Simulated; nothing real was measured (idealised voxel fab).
Process module, titled voxel ribs on slabs
FYI the section here is cut, 185 nm wide, cells are 5 nm squares.
Think of the cross-section as a grid of square cells. We describe it in bands, top to bottom, and each band covers one or more rows of those cells.
This entry defines a band. It first specifies the height of the band's top and the height of its bottom in nm, and then specifies the band's materials from left to right, stating each material with its width in nm. The word "full width" identifies a single material that fills the band from edge to edge, while the word "blank" identifies empty space.
All heights in this document are referenced to 0, defined as the level beneath which the wafer, as received, consists entirely of one material. The lowest band is not bounded below; it extends indefinitely downward and is written in the form "0..down".
A width given as "30 to 40" starts at the first number in the band's top row and ends at the second number in its bottom row, shifting by an equal amount at every step from row to row.
The designation "nothing altered", where it is given for a processing step, indicates that no cell of the cross-section was altered in the course of that step.
Heads up: "Enclosed void entries" only lists the empty pockets with no open path to the top that are 8 cells or more, and it writes them as width x height at distance, distance from the left edge, in nm.
Read whatever lies past the settings on a step's line as the simulator's own remark about the step.
On any step carrying a mask, the "overlay nm" setting, if present on the step's line, tells how far right of its planned place the mask lay; negative values point to the left.
Process steps - plan:
| 1 | RECEIVE | material Si |
| 2 | DIRECTIONAL_DEP | material SiO2 | thk nm 30 |
| 3 | DIRECTIONAL_DEP | material polySi | thk nm 20 |
| 4 | MASKED_ETCH | tone cover | mask id RIB | width nm 20 | etch materials polySi | depth nm 5 | overlay nm 0 |
| 5 | DIRECTIONAL_DEP | material aC | thk nm 15 |
| 6 | PATTERN | tone cover | mask id SLAB | material resist | width nm 50 | thk nm 30 | overlay nm 0 |
| 7 | DIRECTIONAL_ETCH | etch materials aC | depth nm 15 |
| 8 | STRIP | etch materials resist |
| 9 | DIRECTIONAL_ETCH | etch materials polySi | depth nm 15 |
| 10 | STRIP | etch materials aC |
| 11 | FILL_DEP | material SiO2 | thk nm 20 |
| 12 | CMP | height nm 60 |
| 13 | DIRECTIONAL_DEP | material W | thk nm 5 |
| 14 | MASKED_ETCH | tone cover | mask id HEATER | width nm 30 | etch materials W | depth nm 5 | overlay nm 0 |
| 15 | CONFORMAL_DEP | material SiO2 | thk nm 5 |
First out of two wafers; run went to plan:
Cross-sectional view of the wafer in its as-received condition, corresponding to the state after step 1:
0..down: Si full width
Enclosed void entries: none
Presented here is a cross-section of the wafer after step 2 has been performed:
30..0: SiO2 full width
Everything under 0 stays put, no change at all.
Presented here is a cross-section of the wafer after step 3 has been performed:
50..30: polySi full width
Everything under 30 stays put, no change at all.
Presented here is a cross-section of the wafer after step 4 has been performed:
50..45: blank: 80; polySi: 20; blank: 85
Everything under 45 stays put, no change at all.
Presented here is a cross-section of the wafer after step 5 has been performed:
65..60: blank: 80; aC: 20; blank: 85
60..50: aC full width
50..45: aC: 80; polySi: 20; aC: 85
Everything under 45 stays put, no change at all.
Presented here is a cross-section of the wafer after step 6 has been performed:
95..65: blank: 65; resist: 50; blank: 70
65..60: blank: 65; resist: 15; aC: 20; resist: 15; blank: 70
Everything under 60 stays put, no change at all.
Presented here is a cross-section of the wafer after step 7 has been performed:
80..65: blank: 65; resist: 50; blank: 70
65..60: blank: 65; resist: 15; aC: 20; resist: 15; blank: 70
60..50: blank: 65; aC: 50; blank: 70
50..45: blank: 65; aC: 15; polySi: 20; aC: 15; blank: 70
Everything under 45 stays put, no change at all.
Presented here is a cross-section of the wafer after step 8 has been performed:
65..60: blank: 80; aC: 20; blank: 85
Everything under 60 stays put, no change at all.
Presented here is a cross-section of the wafer after step 9 has been performed:
65..60: blank: 80; aC: 20; blank: 85
60..50: blank: 65; aC: 50; blank: 70
50..45: blank: 65; aC: 15; polySi: 20; aC: 15; blank: 70
45..30: blank: 65; polySi: 50; blank: 70
Everything under 30 stays put, no change at all.
Presented here is a cross-section of the wafer after step 10 has been performed:
50..45: blank: 80; polySi: 20; blank: 85
Everything under 45 stays put, no change at all.
Presented here is a cross-section of the wafer after step 11 has been performed:
70..50: SiO2 full width
50..45: SiO2: 80; polySi: 20; SiO2: 85
45..30: SiO2: 65; polySi: 50; SiO2: 70
Everything under 30 stays put, no change at all.
Presented here is a cross-section of the wafer after step 12 has been performed:
60..50: SiO2 full width
Everything under 50 stays put, no change at all.
Presented here is a cross-section of the wafer after step 13 has been performed:
65..60: W full width
Everything under 60 stays put, no change at all.
Presented here is a cross-section of the wafer after step 14 has been performed:
65..60: blank: 75; W: 30; blank: 80
Everything under 60 stays put, no change at all.
Presented here is a cross-section of the wafer after step 15 has been performed:
70..65: blank: 70; SiO2: 40; blank: 75
65..60: SiO2: 75; W: 30; SiO2: 80
Everything under 60 stays put, no change at all.
Second of two: same start, same plan, one run error; steps up to and including 2 match the first:
Cross-section of the second wafer at the time by which step 3 should have been completed according to the plan:
45..30: polySi full width
Everything under 30 stays put, no change at all.
Cross-section of the second wafer at the time by which step 4 should have been completed according to the plan:
45..40: blank: 80; polySi: 20; blank: 85
Everything under 40 stays put, no change at all.
Cross-section of the second wafer at the time by which step 5 should have been completed according to the plan:
60..55: blank: 80; aC: 20; blank: 85
55..45: aC full width
45..40: aC: 80; polySi: 20; aC: 85
Everything under 40 stays put, no change at all.
Cross-section of the second wafer at the time by which step 6 should have been completed according to the plan:
90..60: blank: 65; resist: 50; blank: 70
60..55: blank: 65; resist: 15; aC: 20; resist: 15; blank: 70
Everything under 55 stays put, no change at all.
Cross-section of the second wafer at the time by which step 7 should have been completed according to the plan:
75..60: blank: 65; resist: 50; blank: 70
60..55: blank: 65; resist: 15; aC: 20; resist: 15; blank: 70
55..45: blank: 65; aC: 50; blank: 70
45..40: blank: 65; aC: 15; polySi: 20; aC: 15; blank: 70
Everything under 40 stays put, no change at all.
Cross-section of the second wafer at the time by which step 8 should have been completed according to the plan:
60..55: blank: 80; aC: 20; blank: 85
Everything under 55 stays put, no change at all.
Cross-section of the second wafer at the time by which step 9 should have been completed according to the plan:
60..55: blank: 80; aC: 20; blank: 85
55..45: blank: 65; aC: 50; blank: 70
45..40: blank: 65; aC: 15; polySi: 20; aC: 15; blank: 70
40..30: blank: 65; polySi: 50; blank: 70
Everything under 30 stays put, no change at all.
Cross-section of the second wafer at the time by which step 10 should have been completed according to the plan:
45..40: blank: 80; polySi: 20; blank: 85
Everything under 40 stays put, no change at all.
Cross-section of the second wafer at the time by which step 11 should have been completed according to the plan:
65..45: SiO2 full width
45..40: SiO2: 80; polySi: 20; SiO2: 85
40..30: SiO2: 65; polySi: 50; SiO2: 70
Everything under 30 stays put, no change at all.
Cross-section of the second wafer at the time by which step 12 should have been completed according to the plan:
60..45: SiO2 full width
Everything under 45 stays put, no change at all.
Cross-section of the second wafer at the time by which step 13 should have been completed according to the plan:
65..60: W full width
Everything under 60 stays put, no change at all.
Cross-section of the second wafer at the time by which step 14 should have been completed according to the plan:
65..60: blank: 75; W: 30; blank: 80
Everything under 60 stays put, no change at all.
Cross-section of the second wafer at the time by which step 15 should have been completed according to the plan:
70..65: blank: 70; SiO2: 40; blank: 75
65..60: SiO2: 75; W: 30; SiO2: 80
Everything under 60 stays put, no change at all.
what went wrong: not per plan at step 3, really ran DIRECTIONAL_DEP | material polySi | thk nm 15
at the end the second wafer has, in cells: SiO2 +10, polySi -10
